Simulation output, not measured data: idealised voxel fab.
The document below concerns the process module designated voxel spacer lines.
The figure presents cross-section cut, which has a width of 225 nm and is divided into square cells with an edge length of 5 nm.
We lay out every cross-section as a grid of square cells and spell it out in bands from the top down, where one band means one or more rows of cells.
For a band, the entry starts with two heights in nm, that of the top and then that of the bottom, and carries on with the band's materials in order from left to right, each alongside its width in nm; the word "throughout" beside a single material means it fills the band edge to edge, and "blank" means empty space.
Heights are reckoned from 0. Under this level, the received wafer is all of one material. The bottommost band is open-ended downward, for example "top 0, no bottom".
Top row gets the first number, bottom row gets the second, and each row in between changes by the same step: that is how a band width like "30->40" works.
"left unchanged" (step): cross-section cells unchanged, all of them.
The entry titled "Unvented internal voids" provides the empty spaces that have no open way to the top, restricted to those of 8 cells or more. Each is presented as width x height at distance, the distance being measured from the left edge, with all three in nm.
The remark found on a step's line after its settings is issued by the simulator itself and pertains to that step.
The "overlay nm" setting may appear on a step's line; for a step that uses a mask, it gives how far to the right of its planned position the mask lay, and a negative value indicates the left.
In what follows, pairs of cross-sections are presented, each taken before and after one process step, with the after cross-section shown only down to the lowest band that was altered; the step, together with its settings, is stated below the pair. The pairs may stem from different runs of this module on the same starting wafer; accordingly, a pair should be taken as continuing from the one above it solely where its entry headed "Snapshot before" indicates as much.

[Snapshot before]
  top 0, no bottom  Si throughout
  Unvented internal voids: none

[Resulting Structure]
  top 10, bottom 0  Al2O3 throughout
  Nothing below the height 0 has changed.
  Unvented internal voids: none
Intermediate step for the cross-sections above: CONFORMAL_DEP,material Al2O3,thk nm 10

Snapshot before: cross-section not repeated; it is the one shown after the step in the pair just above.

[Resulting Structure]
  top 20, bottom 10  TiN throughout
  Nothing below the height 10 has changed.
  Unvented internal voids: none
Intermediate step for the cross-sections above: DIRECTIONAL_DEP,material TiN,thk nm 10

Snapshot before: cross-section not repeated; it is the one shown after the step in the pair just above.

[Resulting Structure]
  top 50, bottom 20  polySi throughout
  Nothing below the height 20 has changed.
  Unvented internal voids: none
Intermediate step for the cross-sections above: DIRECTIONAL_DEP,material polySi,thk nm 30

Snapshot before: cross-section not repeated; it is the one shown after the step in the pair just above.

[Resulting Structure]
  top 90, bottom 50  30 nm blank; 25 nm resist; 45 nm blank; 25 nm resist; 45 nm blank; 25 nm resist; 30 nm blank
  Nothing below the height 50 has changed.
  Unvented internal voids: none
Intermediate step for the cross-sections above: PATTERN,tone cover,mask id MANDREL,material resist,width nm 25,pitch nm 70,thk nm 40,overlay nm 0

Snapshot before: cross-section not repeated; it is the one shown after the step in the pair just above.

[Resulting Structure]
  top 90, bottom 50  30 nm blank; 25 nm resist; 45 nm blank; 25 nm resist; 45 nm blank; 25 nm resist; 30 nm blank
  top 50, bottom 20  30 nm blank; 25 nm polySi; 45 nm blank; 25 nm polySi; 45 nm blank; 25 nm polySi; 30 nm blank
  Nothing below the height 20 has changed.
  Unvented internal voids: none
Intermediate step for the cross-sections above: DIRECTIONAL_ETCH,etch materials polySi,depth nm 30

Snapshot before: cross-section not repeated; it is the one shown after the step in the pair just above.

[Resulting Structure]
  top 50, bottom 20  30 nm blank; 25 nm polySi; 45 nm blank; 25 nm polySi; 45 nm blank; 25 nm polySi; 30 nm blank
  Nothing below the height 20 has changed.
  Unvented internal voids: none
Intermediate step for the cross-sections above: STRIP,etch materials resist

Snapshot before: cross-section not repeated; it is the one shown after the step in the pair just above.

[Resulting Structure]
  top 60, bottom 50  20 nm blank; 45 nm SiO2; 25 nm blank; 45 nm SiO2; 25 nm blank; 45 nm SiO2; 20 nm blank
  top 50, bottom 30  20 nm blank; 10 nm SiO2; 25 nm polySi; 10 nm SiO2; 25 nm blank; 10 nm SiO2; 25 nm polySi; 10 nm SiO2; 25 nm blank; 10 nm SiO2; 25 nm polySi; 10 nm SiO2; 20 nm blank
  top 30, bottom 20  30 nm SiO2; 25 nm polySi; 45 nm SiO2; 25 nm polySi; 45 nm SiO2; 25 nm polySi; 30 nm SiO2
  Nothing below the height 20 has changed.
  Unvented internal voids: none
Intermediate step for the cross-sections above: CONFORMAL_DEP,material SiO2,thk nm 10

Snapshot before: cross-section not repeated; it is the one shown after the step in the pair just above.

[Resulting Structure]
  top 50, bottom 20  20 nm blank; 10 nm SiO2; 25 nm polySi; 10 nm SiO2; 25 nm blank; 10 nm SiO2; 25 nm polySi; 10 nm SiO2; 25 nm blank; 10 nm SiO2; 25 nm polySi; 10 nm SiO2; 20 nm blank
  Nothing below the height 20 has changed.
  Unvented internal voids: none
Intermediate step for the cross-sections above: DIRECTIONAL_ETCH,etch materials SiO2,depth nm 10

Snapshot before: cross-section not repeated; it is the one shown after the step in the pair just above.

[Resulting Structure]
  top 50, bottom 20  20 nm blank; 10 nm SiO2; 25 nm blank; 10 nm SiO2; 25 nm blank; 10 nm SiO2; 25 nm blank; 10 nm SiO2; 25 nm blank; 10 nm SiO2; 25 nm blank; 10 nm SiO2; 20 nm blank
  Nothing below the height 20 has changed.
  Unvented internal voids: none
Intermediate step for the cross-sections above: STRIP,etch materials polySi

Snapshot before: cross-section not repeated; it is the one shown after the step in the pair just above.

[Resulting Structure]
  top 50, bottom 20  20 nm blank; 10 nm SiO2; 25 nm blank; 10 nm SiO2; 25 nm blank; 10 nm SiO2; 25 nm blank; 10 nm SiO2; 25 nm blank; 10 nm SiO2; 25 nm blank; 10 nm SiO2; 20 nm blank
  top 20, bottom 10  20 nm blank; 10 nm TiN; 25 nm blank; 10 nm TiN; 25 nm blank; 10 nm TiN; 25 nm blank; 10 nm TiN; 25 nm blank; 10 nm TiN; 25 nm blank; 10 nm TiN; 20 nm blank
  Nothing below the height 10 has changed.
  Unvented internal voids: none
Intermediate step for the cross-sections above: DIRECTIONAL_ETCH,etch materials TiN,depth nm 10

Snapshot before: cross-section not repeated; it is the one shown after the step in the pair just above.

[Resulting Structure]
  top 20, bottom 10  20 nm blank; 10 nm TiN; 25 nm blank; 10 nm TiN; 25 nm blank; 10 nm TiN; 25 nm blank; 10 nm TiN; 25 nm blank; 10 nm TiN; 25 nm blank; 10 nm TiN; 20 nm blank
  Nothing below the height 10 has changed.
  Unvented internal voids: none
Intermediate step for the cross-sections above: STRIP,etch materials SiO2

[Snapshot before]
  top 0, no bottom  Si throughout
  Unvented internal voids: none

[Resulting Structure]
  top 10, bottom 0  TiN throughout
  Nothing below the height 0 has changed.
  Unvented internal voids: none
Intermediate step for the cross-sections above: DIRECTIONAL_DEP,material TiN,thk nm 10

Snapshot before: cross-section not repeated; it is the one shown after the step in the pair just above.

[Resulting Structure]
  top 40, bottom 10  polySi throughout
  Nothing below the height 10 has changed.
  Unvented internal voids: none
Intermediate step for the cross-sections above: DIRECTIONAL_DEP,material polySi,thk nm 30

Snapshot before: cross-section not repeated; it is the one shown after the step in the pair just above.

[Resulting Structure]
  top 80, bottom 40  30 nm blank; 25 nm resist; 45 nm blank; 25 nm resist; 45 nm blank; 25 nm resist; 30 nm blank
  Nothing below the height 40 has changed.
  Unvented internal voids: none
Intermediate step for the cross-sections above: PATTERN,tone cover,mask id MANDREL,material resist,width nm 25,pitch nm 70,thk nm 40,overlay nm 0

Snapshot before: cross-section not repeated; it is the one shown after the step in the pair just above.

[Resulting Structure]
  top 80, bottom 40  30 nm blank; 25 nm resist; 45 nm blank; 25 nm resist; 45 nm blank; 25 nm resist; 30 nm blank
  top 40, bottom 10  30 nm blank; 25 nm polySi; 45 nm blank; 25 nm polySi; 45 nm blank; 25 nm polySi; 30 nm blank
  Nothing below the height 10 has changed.
  Unvented internal voids: none
Intermediate step for the cross-sections above: DIRECTIONAL_ETCH,etch materials polySi,depth nm 30

Snapshot before: cross-section not repeated; it is the one shown after the step in the pair just above.

[Resulting Structure]
  top 40, bottom 10  30 nm blank; 25 nm polySi; 45 nm blank; 25 nm polySi; 45 nm blank; 25 nm polySi; 30 nm blank
  Nothing below the height 10 has changed.
  Unvented internal voids: none
Intermediate step for the cross-sections above: STRIP,etch materials resist

Snapshot before: cross-section not repeated; it is the one shown after the step in the pair just above.

[Resulting Structure]
  top 50, bottom 40  20 nm blank; 45 nm SiO2; 25 nm blank; 45 nm SiO2; 25 nm blank; 45 nm SiO2; 20 nm blank
  top 40, bottom 20  20 nm blank; 10 nm SiO2; 25 nm polySi; 10 nm SiO2; 25 nm blank; 10 nm SiO2; 25 nm polySi; 10 nm SiO2; 25 nm blank; 10 nm SiO2; 25 nm polySi; 10 nm SiO2; 20 nm blank
  top 20, bottom 10  30 nm SiO2; 25 nm polySi; 45 nm SiO2; 25 nm polySi; 45 nm SiO2; 25 nm polySi; 30 nm SiO2
  Nothing below the height 10 has changed.
  Unvented internal voids: none
Intermediate step for the cross-sections above: CONFORMAL_DEP,material SiO2,thk nm 10

Snapshot before: cross-section not repeated; it is the one shown after the step in the pair just above.

[Resulting Structure]
  top 40, bottom 10  20 nm blank; 10 nm SiO2; 25 nm polySi; 10 nm SiO2; 25 nm blank; 10 nm SiO2; 25 nm polySi; 10 nm SiO2; 25 nm blank; 10 nm SiO2; 25 nm polySi; 10 nm SiO2; 20 nm blank
  Nothing below the height 10 has changed.
  Unvented internal voids: none
Intermediate step for the cross-sections above: DIRECTIONAL_ETCH,etch materials SiO2,depth nm 10

Snapshot before: cross-section not repeated; it is the one shown after the step in the pair just above.

[Resulting Structure]
  top 40, bottom 10  20 nm blank; 10 nm SiO2; 25 nm blank; 10 nm SiO2; 25 nm blank; 10 nm SiO2; 25 nm blank; 10 nm SiO2; 25 nm blank; 10 nm SiO2; 25 nm blank; 10 nm SiO2; 20 nm blank
  Nothing below the height 10 has changed.
  Unvented internal voids: none
Intermediate step for the cross-sections above: STRIP,etch materials polySi

Snapshot before: cross-section not repeated; it is the one shown after the step in the pair just above.

[Resulting Structure]
  top 40, bottom 10  20 nm blank; 10 nm SiO2; 25 nm blank; 10 nm SiO2; 25 nm blank; 10 nm SiO2; 25 nm blank; 10 nm SiO2; 25 nm blank; 10 nm SiO2; 25 nm blank; 10 nm SiO2; 20 nm blank
  top 10, bottom 0  20 nm blank; 10 nm TiN; 25 nm blank; 10 nm TiN; 25 nm blank; 10 nm TiN; 25 nm blank; 10 nm TiN; 25 nm blank; 10 nm TiN; 25 nm blank; 10 nm TiN; 20 nm blank
  Nothing below the height 0 has changed.
  Unvented internal voids: none
Intermediate step for the cross-sections above: DIRECTIONAL_ETCH,etch materials TiN,depth nm 10

Snapshot before: cross-section not repeated; it is the one shown after the step in the pair just above.

[Resulting Structure]
  top 10, bottom 0  20 nm blank; 10 nm TiN; 25 nm blank; 10 nm TiN; 25 nm blank; 10 nm TiN; 25 nm blank; 10 nm TiN; 25 nm blank; 10 nm TiN; 25 nm blank; 10 nm TiN; 20 nm blank
  Nothing below the height 0 has changed.
  Unvented internal voids: none
Intermediate step for the cross-sections above: STRIP,etch materials SiO2

[Snapshot before]
  top 10, bottom 0  Al2O3 throughout
  top 0, no bottom  Si throughout
  Unvented internal voids: none

[Resulting Structure]
  top 40, bottom 10  polySi throughout
  Nothing below the height 10 has changed.
  Unvented internal voids: none
Intermediate step for the cross-sections above: DIRECTIONAL_DEP,material polySi,thk nm 30

Snapshot before: cross-section not repeated; it is the one shown after the step in the pair just above.

[Resulting Structure]
  top 50, bottom 40  TiN throughout
  Nothing below the height 40 has changed.
  Unvented internal voids: none
Intermediate step for the cross-sections above: DIRECTIONAL_DEP,material TiN,thk nm 10

Snapshot before: cross-section not repeated; it is the one shown after the step in the pair just above.

[Resulting Structure]
  top 90, bottom 50  30 nm blank; 25 nm resist; 45 nm blank; 25 nm resist; 45 nm blank; 25 nm resist; 30 nm blank
  Nothing below the height 50 has changed.
  Unvented internal voids: none
Intermediate step for the cross-sections above: PATTERN,tone cover,mask id MANDREL,material resist,width nm 25,pitch nm 70,thk nm 40,overlay nm 0

Snapshot before: cross-section not repeated; it is the one shown after the step in the pair just above.

[Resulting Structure]
  top 50, bottom 40  TiN throughout
  Nothing below the height 40 has changed.
  Unvented internal voids: none
Intermediate step for the cross-sections above: STRIP,etch materials resist

Snapshot before: cross-section not repeated; it is the one shown after the step in the pair just above.

[Resulting Structure]
  top 60, bottom 50  SiO2 throughout
  Nothing below the height 50 has changed.
  Unvented internal voids: none
Intermediate step for the cross-sections above: CONFORMAL_DEP,material SiO2,thk nm 10

Snapshot before: cross-section not repeated; it is the one shown after the step in the pair just above.

[Resulting Structure]
  top 50, bottom 40  TiN throughout
  Nothing below the height 40 has changed.
  Unvented internal voids: none
Intermediate step for the cross-sections above: DIRECTIONAL_ETCH,etch materials SiO2,depth nm 10

Snapshot before: cross-section not repeated; it is the one shown after the step in the pair just above.

[Resulting Structure]
  top 40, bottom 10  polySi throughout
  Nothing below the height 10 has changed.
  Unvented internal voids: none
Intermediate step for the cross-sections above: DIRECTIONAL_ETCH,etch materials TiN,depth nm 10

[Snapshot before]
  top 0, no bottom  Si throughout
  Unvented internal voids: none

[Resulting Structure]
  top 5, bottom 0  Al2O3 throughout
  Nothing below the height 0 has changed.
  Unvented internal voids: none
Intermediate step for the cross-sections above: CONFORMAL_DEP,material Al2O3,thk nm 5

Snapshot before: cross-section not repeated; it is the one shown after the step in the pair just above.

[Resulting Structure]
  top 15, bottom 5  TiN throughout
  Nothing below the height 5 has changed.
  Unvented internal voids: none
Intermediate step for the cross-sections above: DIRECTIONAL_DEP,material TiN,thk nm 10

Snapshot before: cross-section not repeated; it is the one shown after the step in the pair just above.

[Resulting Structure]
  top 45, bottom 15  polySi throughout
  Nothing below the height 15 has changed.
  Unvented internal voids: none
Intermediate step for the cross-sections above: DIRECTIONAL_DEP,material polySi,thk nm 30

Snapshot before: cross-section not repeated; it is the one shown after the step in the pair just above.

[Resulting Structure]
  top 85, bottom 45  30 nm blank; 25 nm resist; 45 nm blank; 25 nm resist; 45 nm blank; 25 nm resist; 30 nm blank
  Nothing below the height 45 has changed.
  Unvented internal voids: none
Intermediate step for the cross-sections above: PATTERN,tone cover,mask id MANDREL,material resist,width nm 25,pitch nm 70,thk nm 40,overlay nm 0

Snapshot before: cross-section not repeated; it is the one shown after the step in the pair just above.

[Resulting Structure]
  top 85, bottom 45  30 nm blank; 25 nm resist; 45 nm blank; 25 nm resist; 45 nm blank; 25 nm resist; 30 nm blank
  top 45, bottom 15  30 nm blank; 25 nm polySi; 45 nm blank; 25 nm polySi; 45 nm blank; 25 nm polySi; 30 nm blank
  Nothing below the height 15 has changed.
  Unvented internal voids: none
Intermediate step for the cross-sections above: DIRECTIONAL_ETCH,etch materials polySi,depth nm 30

Snapshot before: cross-section not repeated; it is the one shown after the step in the pair just above.

[Resulting Structure]
  top 45, bottom 15  30 nm blank; 25 nm polySi; 45 nm blank; 25 nm polySi; 45 nm blank; 25 nm polySi; 30 nm blank
  Nothing below the height 15 has changed.
  Unvented internal voids: none
Intermediate step for the cross-sections above: STRIP,etch materials resist

Snapshot before: cross-section not repeated; it is the one shown after the step in the pair just above.

[Resulting Structure]
  top 55, bottom 45  20 nm blank; 45 nm SiO2; 25 nm blank; 45 nm SiO2; 25 nm blank; 45 nm SiO2; 20 nm blank
  top 45, bottom 25  20 nm blank; 10 nm SiO2; 25 nm polySi; 10 nm SiO2; 25 nm blank; 10 nm SiO2; 25 nm polySi; 10 nm SiO2; 25 nm blank; 10 nm SiO2; 25 nm polySi; 10 nm SiO2; 20 nm blank
  top 25, bottom 15  30 nm SiO2; 25 nm polySi; 45 nm SiO2; 25 nm polySi; 45 nm SiO2; 25 nm polySi; 30 nm SiO2
  Nothing below the height 15 has changed.
  Unvented internal voids: none
Intermediate step for the cross-sections above: CONFORMAL_DEP,material SiO2,thk nm 10

Snapshot before: cross-section not repeated; it is the one shown after the step in the pair just above.

[Resulting Structure]
  top 45, bottom 15  20 nm blank; 10 nm SiO2; 25 nm polySi; 10 nm SiO2; 25 nm blank; 10 nm SiO2; 25 nm polySi; 10 nm SiO2; 25 nm blank; 10 nm SiO2; 25 nm polySi; 10 nm SiO2; 20 nm blank
  Nothing below the height 15 has changed.
  Unvented internal voids: none
Intermediate step for the cross-sections above: DIRECTIONAL_ETCH,etch materials SiO2,depth nm 10

Snapshot before: cross-section not repeated; it is the one shown after the step in the pair just above.

[Resulting Structure]
  top 45, bottom 15  20 nm blank; 10 nm SiO2; 25 nm blank; 10 nm SiO2; 25 nm blank; 10 nm SiO2; 25 nm blank; 10 nm SiO2; 25 nm blank; 10 nm SiO2; 25 nm blank; 10 nm SiO2; 20 nm blank
  Nothing below the height 15 has changed.
  Unvented internal voids: none
Intermediate step for the cross-sections above: STRIP,etch materials polySi

Snapshot before: cross-section not repeated; it is the one shown after the step in the pair just above.

[Resulting Structure]
  top 45, bottom 15  20 nm blank; 10 nm SiO2; 25 nm blank; 10 nm SiO2; 25 nm blank; 10 nm SiO2; 25 nm blank; 10 nm SiO2; 25 nm blank; 10 nm SiO2; 25 nm blank; 10 nm SiO2; 20 nm blank
  top 15, bottom 5  20 nm blank; 10 nm TiN; 25 nm blank; 10 nm TiN; 25 nm blank; 10 nm TiN; 25 nm blank; 10 nm TiN; 25 nm blank; 10 nm TiN; 25 nm blank; 10 nm TiN; 20 nm blank
  Nothing below the height 5 has changed.
  Unvented internal voids: none
Intermediate step for the cross-sections above: DIRECTIONAL_ETCH,etch materials TiN,depth nm 10

Snapshot before: cross-section not repeated; it is the one shown after the step in the pair just above.

[Resulting Structure]
  top 15, bottom 5  20 nm blank; 10 nm TiN; 25 nm blank; 10 nm TiN; 25 nm blank; 10 nm TiN; 25 nm blank; 10 nm TiN; 25 nm blank; 10 nm TiN; 25 nm blank; 10 nm TiN; 20 nm blank
  Nothing below the height 5 has changed.
  Unvented internal voids: none
Intermediate step for the cross-sections above: STRIP,etch materials SiO2

[Snapshot before]
  top 50, bottom 20  polySi throughout
  top 20, bottom 10  TiN throughout
  top 10, bottom 0  Al2O3 throughout
  top 0, no bottom  Si throughout
  Unvented internal voids: none

[Resulting Structure]
  top 90, bottom 50  30 nm blank; 30 nm resist; 40 nm blank; 30 nm resist; 40 nm blank; 30 nm resist; 25 nm blank
  Nothing below the height 50 has changed.
  Unvented internal voids: none
Intermediate step for the cross-sections above: PATTERN,tone cover,mask id MANDREL,material resist,width nm 30,pitch nm 70,thk nm 40,overlay nm 0

Snapshot before: cross-section not repeated; it is the one shown after the step in the pair just above.

[Resulting Structure]
  top 90, bottom 50  30 nm blank; 30 nm resist; 40 nm blank; 30 nm resist; 40 nm blank; 30 nm resist; 25 nm blank
  top 50, bottom 20  30 nm blank; 30 nm polySi; 40 nm blank; 30 nm polySi; 40 nm blank; 30 nm polySi; 25 nm blank
  Nothing below the height 20 has changed.
  Unvented internal voids: none
Intermediate step for the cross-sections above: DIRECTIONAL_ETCH,etch materials polySi,depth nm 30

Snapshot before: cross-section not repeated; it is the one shown after the step in the pair just above.

[Resulting Structure]
  top 50, bottom 20  30 nm blank; 30 nm polySi; 40 nm blank; 30 nm polySi; 40 nm blank; 30 nm polySi; 25 nm blank
  Nothing below the height 20 has changed.
  Unvented internal voids: none
Intermediate step for the cross-sections above: STRIP,etch materials resist

Snapshot before: cross-section not repeated; it is the one shown after the step in the pair just above.

[Resulting Structure]
  top 60, bottom 50  20 nm blank; 50 nm SiO2; 20 nm blank; 50 nm SiO2; 20 nm blank; 50 nm SiO2; 15 nm blank
  top 50, bottom 30  20 nm blank; 10 nm SiO2; 30 nm polySi; 10 nm SiO2; 20 nm blank; 10 nm SiO2; 30 nm polySi; 10 nm SiO2; 20 nm blank; 10 nm SiO2; 30 nm polySi; 10 nm SiO2; 15 nm blank
  top 30, bottom 20  30 nm SiO2; 30 nm polySi; 40 nm SiO2; 30 nm polySi; 40 nm SiO2; 30 nm polySi; 25 nm SiO2
  Nothing below the height 20 has changed.
  Unvented internal voids: none
Intermediate step for the cross-sections above: CONFORMAL_DEP,material SiO2,thk nm 10

Snapshot before: cross-section not repeated; it is the one shown after the step in the pair just above.

[Resulting Structure]
  top 50, bottom 20  20 nm blank; 10 nm SiO2; 30 nm polySi; 10 nm SiO2; 20 nm blank; 10 nm SiO2; 30 nm polySi; 10 nm SiO2; 20 nm blank; 10 nm SiO2; 30 nm polySi; 10 nm SiO2; 15 nm blank
  Nothing below the height 20 has changed.
  Unvented internal voids: none
Intermediate step for the cross-sections above: DIRECTIONAL_ETCH,etch materials SiO2,depth nm 10

Snapshot before: cross-section not repeated; it is the one shown after the step in the pair just above.

[Resulting Structure]
  top 50, bottom 20  20 nm blank; 10 nm SiO2; 30 nm blank; 10 nm SiO2; 20 nm blank; 10 nm SiO2; 30 nm blank; 10 nm SiO2; 20 nm blank; 10 nm SiO2; 30 nm blank; 10 nm SiO2; 15 nm blank
  Nothing below the height 20 has changed.
  Unvented internal voids: none
Intermediate step for the cross-sections above: STRIP,etch materials polySi

Snapshot before: cross-section not repeated; it is the one shown after the step in the pair just above.

[Resulting Structure]
  top 50, bottom 20  20 nm blank; 10 nm SiO2; 30 nm blank; 10 nm SiO2; 20 nm blank; 10 nm SiO2; 30 nm blank; 10 nm SiO2; 20 nm blank; 10 nm SiO2; 30 nm blank; 10 nm SiO2; 15 nm blank
  top 20, bottom 10  20 nm blank; 10 nm TiN; 30 nm blank; 10 nm TiN; 20 nm blank; 10 nm TiN; 30 nm blank; 10 nm TiN; 20 nm blank; 10 nm TiN; 30 nm blank; 10 nm TiN; 15 nm blank
  Nothing below the height 10 has changed.
  Unvented internal voids: none
Intermediate step for the cross-sections above: DIRECTIONAL_ETCH,etch materials TiN,depth nm 10

Snapshot before: cross-section not repeated; it is the one shown after the step in the pair just above.

[Resulting Structure]
  top 20, bottom 10  20 nm blank; 10 nm TiN; 30 nm blank; 10 nm TiN; 20 nm blank; 10 nm TiN; 30 nm blank; 10 nm TiN; 20 nm blank; 10 nm TiN; 30 nm blank; 10 nm TiN; 15 nm blank
  Nothing below the height 10 has changed.
  Unvented internal voids: none
Intermediate step for the cross-sections above: STRIP,etch materials SiO2

[Snapshot before]
  top 50, bottom 20  polySi throughout
  top 20, bottom 10  TiN throughout
  top 10, bottom 0  Al2O3 throughout
  top 0, no bottom  Si throughout
  Unvented internal voids: none

[Resulting Structure]
  top 90, bottom 50  35 nm blank; 25 nm resist; 45 nm blank; 25 nm resist; 45 nm blank; 25 nm resist; 25 nm blank
  Nothing below the height 50 has changed.
  Unvented internal voids: none
Intermediate step for the cross-sections above: PATTERN,tone cover,mask id MANDREL,material resist,width nm 25,pitch nm 70,thk nm 40,overlay nm 5

Snapshot before: cross-section not repeated; it is the one shown after the step in the pair just above.

[Resulting Structure]
  top 90, bottom 50  35 nm blank; 25 nm resist; 45 nm blank; 25 nm resist; 45 nm blank; 25 nm resist; 25 nm blank
  top 50, bottom 20  35 nm blank; 25 nm polySi; 45 nm blank; 25 nm polySi; 45 nm blank; 25 nm polySi; 25 nm blank
  Nothing below the height 20 has changed.
  Unvented internal voids: none
Intermediate step for the cross-sections above: DIRECTIONAL_ETCH,etch materials polySi,depth nm 30

Snapshot before: cross-section not repeated; it is the one shown after the step in the pair just above.

[Resulting Structure]
  top 50, bottom 20  35 nm blank; 25 nm polySi; 45 nm blank; 25 nm polySi; 45 nm blank; 25 nm polySi; 25 nm blank
  Nothing below the height 20 has changed.
  Unvented internal voids: none
Intermediate step for the cross-sections above: STRIP,etch materials resist

Snapshot before: cross-section not repeated; it is the one shown after the step in the pair just above.

[Resulting Structure]
  top 60, bottom 50  25 nm blank; 45 nm SiO2; 25 nm blank; 45 nm SiO2; 25 nm blank; 45 nm SiO2; 15 nm blank
  top 50, bottom 30  25 nm blank; 10 nm SiO2; 25 nm polySi; 10 nm SiO2; 25 nm blank; 10 nm SiO2; 25 nm polySi; 10 nm SiO2; 25 nm blank; 10 nm SiO2; 25 nm polySi; 10 nm SiO2; 15 nm blank
  top 30, bottom 20  35 nm SiO2; 25 nm polySi; 45 nm SiO2; 25 nm polySi; 45 nm SiO2; 25 nm polySi; 25 nm SiO2
  Nothing below the height 20 has changed.
  Unvented internal voids: none
Intermediate step for the cross-sections above: CONFORMAL_DEP,material SiO2,thk nm 10

Snapshot before: cross-section not repeated; it is the one shown after the step in the pair just above.

[Resulting Structure]
  top 50, bottom 20  25 nm blank; 10 nm SiO2; 25 nm polySi; 10 nm SiO2; 25 nm blank; 10 nm SiO2; 25 nm polySi; 10 nm SiO2; 25 nm blank; 10 nm SiO2; 25 nm polySi; 10 nm SiO2; 15 nm blank
  Nothing below the height 20 has changed.
  Unvented internal voids: none
Intermediate step for the cross-sections above: DIRECTIONAL_ETCH,etch materials SiO2,depth nm 10

Snapshot before: cross-section not repeated; it is the one shown after the step in the pair just above.

[Resulting Structure]
  top 50, bottom 20  25 nm blank; 10 nm SiO2; 25 nm blank; 10 nm SiO2; 25 nm blank; 10 nm SiO2; 25 nm blank; 10 nm SiO2; 25 nm blank; 10 nm SiO2; 25 nm blank; 10 nm SiO2; 15 nm blank
  Nothing below the height 20 has changed.
  Unvented internal voids: none
Intermediate step for the cross-sections above: STRIP,etch materials polySi

Snapshot before: cross-section not repeated; it is the one shown after the step in the pair just above.

[Resulting Structure]
  top 50, bottom 20  25 nm blank; 10 nm SiO2; 25 nm blank; 10 nm SiO2; 25 nm blank; 10 nm SiO2; 25 nm blank; 10 nm SiO2; 25 nm blank; 10 nm SiO2; 25 nm blank; 10 nm SiO2; 15 nm blank
  top 20, bottom 10  25 nm blank; 10 nm TiN; 25 nm blank; 10 nm TiN; 25 nm blank; 10 nm TiN; 25 nm blank; 10 nm TiN; 25 nm blank; 10 nm TiN; 25 nm blank; 10 nm TiN; 15 nm blank
  Nothing below the height 10 has changed.
  Unvented internal voids: none
Intermediate step for the cross-sections above: DIRECTIONAL_ETCH,etch materials TiN,depth nm 10

Snapshot before: cross-section not repeated; it is the one shown after the step in the pair just above.

[Resulting Structure]
  top 20, bottom 10  25 nm blank; 10 nm TiN; 25 nm blank; 10 nm TiN; 25 nm blank; 10 nm TiN; 25 nm blank; 10 nm TiN; 25 nm blank; 10 nm TiN; 25 nm blank; 10 nm TiN; 15 nm blank
  Nothing below the height 10 has changed.
  Unvented internal voids: none
Intermediate step for the cross-sections above: STRIP,etch materials SiO2

[Snapshot before]
  top 20, bottom 10  TiN throughout
  top 10, bottom 0  Al2O3 throughout
  top 0, no bottom  Si throughout
  Unvented internal voids: none

[Resulting Structure]
  top 50, bottom 10  TiN throughout
  Nothing below the height 10 has changed.
  Unvented internal voids: none
Intermediate step for the cross-sections above: DIRECTIONAL_DEP,material TiN,thk nm 30

Snapshot before: cross-section not repeated; it is the one shown after the step in the pair just above.

[Resulting Structure]
  top 90, bottom 50  30 nm blank; 25 nm resist; 45 nm blank; 25 nm resist; 45 nm blank; 25 nm resist; 30 nm blank
  Nothing below the height 50 has changed.
  Unvented internal voids: none
Intermediate step for the cross-sections above: PATTERN,tone cover,mask id MANDREL,material resist,width nm 25,pitch nm 70,thk nm 40,overlay nm 0

Snapshot before: cross-section not repeated; it is the one shown after the step in the pair just above.

[Resulting Structure]
  top 50, bottom 10  TiN throughout
  Nothing below the height 10 has changed.
  Unvented internal voids: none
Intermediate step for the cross-sections above: STRIP,etch materials resist

Snapshot before: cross-section not repeated; it is the one shown after the step in the pair just above.

[Resulting Structure]
  top 60, bottom 50  SiO2 throughout
  Nothing below the height 50 has changed.
  Unvented internal voids: none
Intermediate step for the cross-sections above: CONFORMAL_DEP,material SiO2,thk nm 10

Snapshot before: cross-section not repeated; it is the one shown after the step in the pair just above.

[Resulting Structure]
  top 50, bottom 10  TiN throughout
  Nothing below the height 10 has changed.
  Unvented internal voids: none
Intermediate step for the cross-sections above: DIRECTIONAL_ETCH,etch materials SiO2,depth nm 10

Snapshot before: cross-section not repeated; it is the one shown after the step in the pair just above.

[Resulting Structure]
  top 40, bottom 10  TiN throughout
  Nothing below the height 10 has changed.
  Unvented internal voids: none
Intermediate step for the cross-sections above: DIRECTIONAL_ETCH,etch materials TiN,depth nm 10

[Snapshot before]
  top 50, bottom 20  polySi throughout
  top 20, bottom 10  TiN throughout
  top 10, bottom 0  Al2O3 throughout
  top 0, no bottom  Si throughout
  Unvented internal voids: none

[Resulting Structure]
  top 90, bottom 50  30 nm resist; 25 nm blank; 45 nm resist; 25 nm blank; 45 nm resist; 25 nm blank; 30 nm resist
  Nothing below the height 50 has changed.
  Unvented internal voids: none
Intermediate step for the cross-sections above: PATTERN,tone open,mask id MANDREL,material resist,width nm 25,pitch nm 70,thk nm 40,overlay nm 0

Snapshot before: cross-section not repeated; it is the one shown after the step in the pair just above.

[Resulting Structure]
  top 90, bottom 50  30 nm resist; 25 nm blank; 45 nm resist; 25 nm blank; 45 nm resist; 25 nm blank; 30 nm resist
  top 50, bottom 20  30 nm polySi; 25 nm blank; 45 nm polySi; 25 nm blank; 45 nm polySi; 25 nm blank; 30 nm polySi
  Nothing below the height 20 has changed.
  Unvented internal voids: none
Intermediate step for the cross-sections above: DIRECTIONAL_ETCH,etch materials polySi,depth nm 30

Snapshot before: cross-section not repeated; it is the one shown after the step in the pair just above.

[Resulting Structure]
  top 50, bottom 20  30 nm polySi; 25 nm blank; 45 nm polySi; 25 nm blank; 45 nm polySi; 25 nm blank; 30 nm polySi
  Nothing below the height 20 has changed.
  Unvented internal voids: none
Intermediate step for the cross-sections above: STRIP,etch materials resist

Snapshot before: cross-section not repeated; it is the one shown after the step in the pair just above.

[Resulting Structure]
  top 60, bottom 50  40 nm SiO2; 5 nm blank; 65 nm SiO2; 5 nm blank; 65 nm SiO2; 5 nm blank; 40 nm SiO2
  top 50, bottom 30  30 nm polySi; 10 nm SiO2; 5 nm blank; 10 nm SiO2; 45 nm polySi; 10 nm SiO2; 5 nm blank; 10 nm SiO2; 45 nm polySi; 10 nm SiO2; 5 nm blank; 10 nm SiO2; 30 nm polySi
  top 30, bottom 20  30 nm polySi; 25 nm SiO2; 45 nm polySi; 25 nm SiO2; 45 nm polySi; 25 nm SiO2; 30 nm polySi
  Nothing below the height 20 has changed.
  Unvented internal voids: none
Intermediate step for the cross-sections above: CONFORMAL_DEP,material SiO2,thk nm 10
